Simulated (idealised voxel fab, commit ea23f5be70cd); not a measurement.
Module name: voxel wiring stack (process module)
In the cross-section labelled cut, the width is 225 nm and each square cell is 5 nm.
Notation: cross-section as square-cell grid; stated in bands, top first, going down; one or more cell rows per band. First you get the band's top height and its bottom height, in nm, and then the materials it's made of, left to right, with each width in nm. If you see a single material with "all across", that one covers the band edge to edge. "empty" is empty space. Convention: height 0 is the level below which the wafer, as received, is all one material. The lowest band does not terminate at the bottom but continues downward, represented as "0 down". Width: "30 to 40" (first number = top row, second number = bottom row, same change from row to row of cells). Step marked "no modification"? Then no cell in the cross-section changed in it. Each empty space that has no open way to the top and spans at least 8 cells appears under "Voids lacking openings" as width x height at distance, the distance counted from the left edge, all in nm. Whatever follows a step's settings on its line is a remark the simulator itself makes about that step. "overlay nm" on a masked step: distance the mask lay right of its planned place, negative for left.

**Planned step list for the process**
step 1: RECEIVE: material Si
step 2: CONFORMAL_DEP: material SiO2, thk nm 15
step 3: CONFORMAL_DEP: material SiCN, thk nm 5
step 4: DIRECTIONAL_DEP: material SiO2, thk nm 25
step 5: PATTERN: tone open, mask id METAL_1, material resist, width nm 25, pitch nm 45, thk nm 15, overlay nm 0
step 6: DIRECTIONAL_ETCH: etch materials SiO2, depth nm 25
step 7: DIRECTIONAL_ETCH: etch materials SiCN, depth nm 5
step 8: STRIP: etch materials resist
step 9: CONFORMAL_DEP: material TiN, thk nm 5
step 10: FILL_DEP: material W, thk nm 5
step 11: CMP: height nm 45
step 12: CONFORMAL_DEP: material SiCN, thk nm 5
step 13: DIRECTIONAL_DEP: material lowk, thk nm 25
step 14: PATTERN: tone open, mask id METAL_2, material resist, width nm 25, pitch nm 45, thk nm 15, overlay nm 0
step 15: DIRECTIONAL_ETCH: etch materials lowk, depth nm 15
step 16: STRIP: etch materials resist
step 17: PATTERN: tone open, mask id METAL_2_HOLES, material resist, width nm 15, pitch nm 45, thk nm 15, overlay nm 0
step 18: DIRECTIONAL_ETCH: etch materials lowk, depth nm 10
step 19: DIRECTIONAL_ETCH: etch materials SiCN, depth nm 5
step 20: STRIP: etch materials resist
step 21: CONFORMAL_DEP: material TiN, thk nm 5
step 22: FILL_DEP: material Cu, thk nm 5
step 23: CMP: height nm 75
step 24: CONFORMAL_DEP: material SiCN, thk nm 5
step 25: DIRECTIONAL_DEP: material SiO2, thk nm 15
step 26: PATTERN: tone open, mask id PLUG_2, material resist, width nm 15, pitch nm 90, thk nm 15, overlay nm 0
step 27: DIRECTIONAL_ETCH: etch materials SiO2, depth nm 15
step 28: DIRECTIONAL_ETCH: etch materials SiCN, depth nm 5
step 29: STRIP: etch materials resist
step 30: CONFORMAL_DEP: material TiN, thk nm 5
step 31: FILL_DEP: material Cu, thk nm 5
step 32: CMP: height nm 95
step 33: DIRECTIONAL_DEP: material TiN, thk nm 5
step 34: DIRECTIONAL_DEP: material W, thk nm 20
step 35: DIRECTIONAL_DEP: material aC, thk nm 10
step 36: PATTERN: tone cover, mask id METAL_3, material resist, width nm 25, pitch nm 45, thk nm 25, overlay nm 0
step 37: DIRECTIONAL_ETCH: etch materials aC, depth nm 10
step 38: STRIP: etch materials resist
step 39: DIRECTIONAL_ETCH: etch materials W, depth nm 20
step 40: DIRECTIONAL_ETCH: etch materials TiN, depth nm 5
step 41: STRIP: etch materials aC
step 42: CONFORMAL_DEP: material SiCN, thk nm 5
step 43: FILL_DEP: material SiO2, thk nm 10
step 44: CMP: height nm 120
step 45: CONFORMAL_DEP: material SiCN, thk nm 5
step 46: DIRECTIONAL_DEP: material lowk, thk nm 25
step 47: PATTERN: tone open, mask id METAL_4, material resist, width nm 25, pitch nm 45, thk nm 15, overlay nm 0
step 48: DIRECTIONAL_ETCH: etch materials lowk, depth nm 15
step 49: STRIP: etch materials resist
step 50: DIRECTIONAL_DEP: material aC, thk nm 10
step 51: PATTERN: tone open, mask id METAL_4_HOLES, material resist, width nm 15, pitch nm 45, thk nm 30, overlay nm 0
step 52: DIRECTIONAL_ETCH: etch materials aC, depth nm 10
step 53: STRIP: etch materials resist
step 54: DIRECTIONAL_ETCH: etch materials lowk, depth nm 10
step 55: DIRECTIONAL_ETCH: etch materials SiCN, depth nm 5
step 56: STRIP: etch materials aC
step 57: CONFORMAL_DEP: material TiN, thk nm 5
step 58: FILL_DEP: material Ru, thk nm 10
step 59: CMP: height nm 150
step 60: CONFORMAL_DEP: material SiCN, thk nm 5

**Cross-section of the wafer as it came to us, i.e., already through step 1**
    0 down  Si all across
    Voids lacking openings: none

**Post-module cross-section of the first of two wafers (run per plan)**
    155 to 150  SiCN all across
    150 to 140  lowk 30 / TiN 5 / Ru 15 / TiN 5 / lowk 20 / TiN 5 / Ru 15 / TiN 5 / lowk 20 / TiN 5 / Ru 15 / TiN 5 / lowk 20 / TiN 5 / Ru 15 / TiN 5 / lowk 35
    140 to 135  lowk 30 / TiN 5 / Ru 5 / TiN 15 / lowk 20 / TiN 5 / Ru 5 / TiN 15 / lowk 20 / TiN 5 / Ru 5 / TiN 15 / lowk 20 / TiN 5 / Ru 5 / TiN 15 / lowk 35
    135 to 125  lowk 30 / TiN 5 / Ru 5 / TiN 5 / lowk 30 / TiN 5 / Ru 5 / TiN 5 / lowk 30 / TiN 5 / Ru 5 / TiN 5 / lowk 30 / TiN 5 / Ru 5 / TiN 5 / lowk 45
    125 to 120  SiCN 30 / TiN 15 / SiCN 30 / TiN 15 / SiCN 30 / TiN 15 / SiCN 30 / TiN 15 / SiCN 45
    120 to 100  SiO2 25 / SiCN 5 / W 25 / SiCN 5 / SiO2 10 / SiCN 5 / W 25 / SiCN 5 / SiO2 10 / SiCN 5 / W 25 / SiCN 5 / SiO2 10 / SiCN 5 / W 25 / SiCN 5 / SiO2 30
    100 to 95  SiCN 30 / TiN 25 / SiCN 20 / TiN 25 / SiCN 20 / TiN 25 / SiCN 20 / TiN 25 / SiCN 35
    95 to 80  SiO2 30 / TiN 5 / Cu 5 / TiN 5 / SiO2 75 / TiN 5 / Cu 5 / TiN 5 / SiO2 90
    80 to 75  SiCN 30 / TiN 15 / SiCN 75 / TiN 15 / SiCN 90
    75 to 65  lowk 30 / TiN 5 / Cu 15 / TiN 5 / lowk 20 / TiN 5 / Cu 15 / TiN 5 / lowk 20 / TiN 5 / Cu 15 / TiN 5 / lowk 20 / TiN 5 / Cu 15 / TiN 5 / lowk 35
    65 to 60  lowk 30 / TiN 5 / Cu 5 / TiN 15 / lowk 20 / TiN 5 / Cu 5 / TiN 15 / lowk 20 / TiN 5 / Cu 5 / TiN 15 / lowk 20 / TiN 5 / Cu 5 / TiN 15 / lowk 35
    60 to 50  lowk 30 / TiN 5 / Cu 5 / TiN 5 / lowk 30 / TiN 5 / Cu 5 / TiN 5 / lowk 30 / TiN 5 / Cu 5 / TiN 5 / lowk 30 / TiN 5 / Cu 5 / TiN 5 / lowk 45
    50 to 45  SiCN 30 / TiN 15 / SiCN 30 / TiN 15 / SiCN 30 / TiN 15 / SiCN 30 / TiN 15 / SiCN 45
    45 to 20  SiO2 30 / TiN 5 / W 15 / TiN 5 / SiO2 20 / TiN 5 / W 15 / TiN 5 / SiO2 20 / TiN 5 / W 15 / TiN 5 / SiO2 20 / TiN 5 / W 15 / TiN 5 / SiO2 35
    20 to 15  SiCN 30 / TiN 25 / SiCN 20 / TiN 25 / SiCN 20 / TiN 25 / SiCN 20 / TiN 25 / SiCN 35
    15 to 0  SiO2 all across
    0 down  Si all across
    Voids lacking openings: none

**Same start, same plan as the first wafer - but one mistake in the run. Cross-section of the second of the two at the end of the module**
    155 to 150  SiCN all across
    150 to 140  lowk 30 / TiN 5 / Ru 15 / TiN 5 / lowk 20 / TiN 5 / Ru 15 / TiN 5 / lowk 20 / TiN 5 / Ru 15 / TiN 5 / lowk 20 / TiN 5 / Ru 15 / TiN 5 / lowk 35
    140 to 135  lowk 30 / TiN 5 / Ru 5 / TiN 15 / lowk 20 / TiN 5 / Ru 5 / TiN 15 / lowk 20 / TiN 5 / Ru 5 / TiN 15 / lowk 20 / TiN 5 / Ru 5 / TiN 15 / lowk 35
    135 to 125  lowk 30 / TiN 5 / Ru 5 / TiN 5 / lowk 30 / TiN 5 / Ru 5 / TiN 5 / lowk 30 / TiN 5 / Ru 5 / TiN 5 / lowk 30 / TiN 5 / Ru 5 / TiN 5 / lowk 45
    125 to 120  SiCN 30 / TiN 15 / SiCN 30 / TiN 15 / SiCN 30 / TiN 15 / SiCN 30 / TiN 15 / SiCN 45
    120 to 115  SiO2 all across
    115 to 110  SiO2 25 / SiCN 35 / SiO2 10 / SiCN 35 / SiO2 10 / SiCN 35 / SiO2 10 / SiCN 35 / SiO2 30
    110 to 100  SiO2 25 / SiCN 5 / W 25 / SiCN 5 / SiO2 10 / SiCN 5 / W 25 / SiCN 5 / SiO2 10 / SiCN 5 / W 25 / SiCN 5 / SiO2 10 / SiCN 5 / W 25 / SiCN 5 / SiO2 30
    100 to 95  SiCN 30 / TiN 25 / SiCN 20 / TiN 25 / SiCN 20 / TiN 25 / SiCN 20 / TiN 25 / SiCN 35
    95 to 80  SiO2 30 / TiN 5 / Cu 5 / TiN 5 / SiO2 75 / TiN 5 / Cu 5 / TiN 5 / SiO2 90
    80 to 75  SiCN 30 / TiN 15 / SiCN 75 / TiN 15 / SiCN 90
    75 to 65  lowk 30 / TiN 5 / Cu 15 / TiN 5 / lowk 20 / TiN 5 / Cu 15 / TiN 5 / lowk 20 / TiN 5 / Cu 15 / TiN 5 / lowk 20 / TiN 5 / Cu 15 / TiN 5 / lowk 35
    65 to 60  lowk 30 / TiN 5 / Cu 5 / TiN 15 / lowk 20 / TiN 5 / Cu 5 / TiN 15 / lowk 20 / TiN 5 / Cu 5 / TiN 15 / lowk 20 / TiN 5 / Cu 5 / TiN 15 / lowk 35
    60 to 50  lowk 30 / TiN 5 / Cu 5 / TiN 5 / lowk 30 / TiN 5 / Cu 5 / TiN 5 / lowk 30 / TiN 5 / Cu 5 / TiN 5 / lowk 30 / TiN 5 / Cu 5 / TiN 5 / lowk 45
    50 to 45  SiCN 30 / TiN 15 / SiCN 30 / TiN 15 / SiCN 30 / TiN 15 / SiCN 30 / TiN 15 / SiCN 45
    45 to 20  SiO2 30 / TiN 5 / W 15 / TiN 5 / SiO2 20 / TiN 5 / W 15 / TiN 5 / SiO2 20 / TiN 5 / W 15 / TiN 5 / SiO2 20 / TiN 5 / W 15 / TiN 5 / SiO2 35
    20 to 15  SiCN 30 / TiN 25 / SiCN 20 / TiN 25 / SiCN 20 / TiN 25 / SiCN 20 / TiN 25 / SiCN 35
    15 to 0  SiO2 all across
    0 down  Si all across
    Voids lacking openings: none
What was done differently from what was planned? step 34 was run on a setting that differed from the plan, and what really ran there is DIRECTIONAL_DEP: material W, thk nm 10
It is noted that, at the conclusion of processing, the second wafer exhibits a higher or lower cell count for certain materials relative to the first: +12 SiCN; +28 SiO2; -40 W
